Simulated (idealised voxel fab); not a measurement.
process module | voxel wiring stack
cross-section cut | 210 nm wide | cells 5 nm
A cross-section is a grid of square cells, given in bands from the top down. A band is one or more rows of cells.
Each band's line starts with the height of the band's top and of its bottom, in nm. Then come its materials from left to right, each with its width in nm. One material with "throughout" fills the band from edge to edge. "air" is empty space.
Height 0 is the level under which the wafer as received is all one material. The lowest band goes on downwards, as in "0 down".
A width such as "30 to 40" changes by the same amount from each row of cells to the next, from the band's top row to its bottom row.
"no change" after a step means that no cell of the cross-section changed.
closed voids: empty space of 8 cells or more with no open way to the top, each as width x height at its distance from the left edge, in nm
after a step's settings: what the simulator itself notes on the step
overlay nm, on a step with a mask: how far to the right of its planned place the mask lay; to the left if negative
plan
1 op RECEIVE | material Si
2 op CONFORMAL_DEP | material SiO2 | thk nm 10
3 op CONFORMAL_DEP | material SiCN | thk nm 5
4 op DIRECTIONAL_DEP | material SiO2 | thk nm 25
5 op MASKED_ETCH | tone open | mask id METAL_1 | width nm 30 | pitch nm 45 | etch materials SiO2 | depth nm 25 | overlay nm 0
6 op MASKED_ETCH | tone open | mask id METAL_1 | width nm 30 | pitch nm 45 | etch materials SiCN | depth nm 5 | overlay nm 0
7 op CONFORMAL_DEP | material TiN | thk nm 5
8 op FILL_DEP | material W | thk nm 10
9 op CMP | height nm 40
10 op EPI | material Ru | thk nm 5
11 op FILL_DEP | material SiCN | thk nm 5
12 op DIRECTIONAL_DEP | material SiO2 | thk nm 35
13 op DIRECTIONAL_DEP | material aC | thk nm 15
14 op PATTERN | tone open | mask id METAL_2_HOLES | material resist | width nm 15 | pitch nm 45 | thk nm 30 | overlay nm 0
15 op DIRECTIONAL_ETCH | etch materials aC | depth nm 15
16 op STRIP | etch materials resist
17 op DIRECTIONAL_ETCH | etch materials SiO2 | depth nm 35
18 op STRIP | etch materials aC
19 op PATTERN | tone open | mask id METAL_2 | material resist | width nm 30 | pitch nm 45 | thk nm 20 | overlay nm 0
20 op DIRECTIONAL_ETCH | etch materials SiO2 | depth nm 20
21 op DIRECTIONAL_ETCH | etch materials SiCN | depth nm 5
22 op STRIP | etch materials resist
23 op CONFORMAL_DEP | material TiN | thk nm 5
24 op FILL_DEP | material Cu | thk nm 10
25 op CMP | height nm 85
26 op CONFORMAL_DEP | material SiCN | thk nm 5
as received, after step 1
  0 down: Si throughout
  closed voids: none
first wafer at the end, as planned
  90 to 85: SiCN throughout
  85 to 70: SiO2 65 | TiN 5 | Cu 20 | TiN 5 | SiO2 15 | TiN 5 | Cu 20 | TiN 5 | SiO2 70
  70 to 65: SiO2 65 | TiN 5 | Cu 5 | TiN 20 | SiO2 15 | TiN 5 | Cu 5 | TiN 20 | SiO2 70
  65 to 50: SiO2 65 | TiN 5 | Cu 5 | TiN 5 | SiO2 30 | TiN 5 | Cu 5 | TiN 5 | SiO2 85
  50 to 45: SiCN 65 | TiN 15 | SiCN 30 | TiN 15 | SiCN 85
  45 to 40: SiCN 60 | Ru 40 | SiCN 5 | Ru 40 | SiCN 65
  40 to 15: SiO2 65 | TiN 5 | W 20 | TiN 5 | SiO2 15 | TiN 5 | W 20 | TiN 5 | SiO2 70
  15 to 10: SiCN 65 | TiN 30 | SiCN 15 | TiN 30 | SiCN 70
  10 to 0: SiO2 throughout
  0 down: Si throughout
  closed voids: none
second wafer at the end: like start, like plan, one mistake
  90 to 85: SiCN throughout
  85 to 70: SiO2 65 | TiN 5 | Cu 20 | TiN 5 | SiO2 15 | TiN 5 | Cu 20 | TiN 5 | SiO2 70
  70 to 65: SiO2 65 | TiN 5 | Cu 5 | TiN 20 | SiO2 15 | TiN 5 | Cu 5 | TiN 20 | SiO2 70
  65 to 50: SiO2 65 | TiN 5 | Cu 5 | TiN 5 | SiO2 30 | TiN 5 | Cu 5 | TiN 5 | SiO2 85
  50 to 45: SiCN 65 | TiN 15 | SiCN 30 | TiN 15 | SiCN 85
  45 to 40: SiCN 60 | Ru 40 | SiCN 5 | Ru 40 | SiCN 65
  40 to 20: SiO2 65 | TiN 5 | W 20 | TiN 5 | SiO2 15 | TiN 5 | W 20 | TiN 5 | SiO2 70
  20 to 15: SiCN 65 | TiN 30 | SiCN 15 | TiN 30 | SiCN 70
  15 to 0: SiO2 throughout
  0 down: Si throughout
  closed voids: none
what went wrong: step 2 ran as: op CONFORMAL_DEP | material SiO2 | thk nm 15
at the end the second wafer has, in cells: 12 more of SiO2 | 4 fewer of TiN | 8 fewer of W
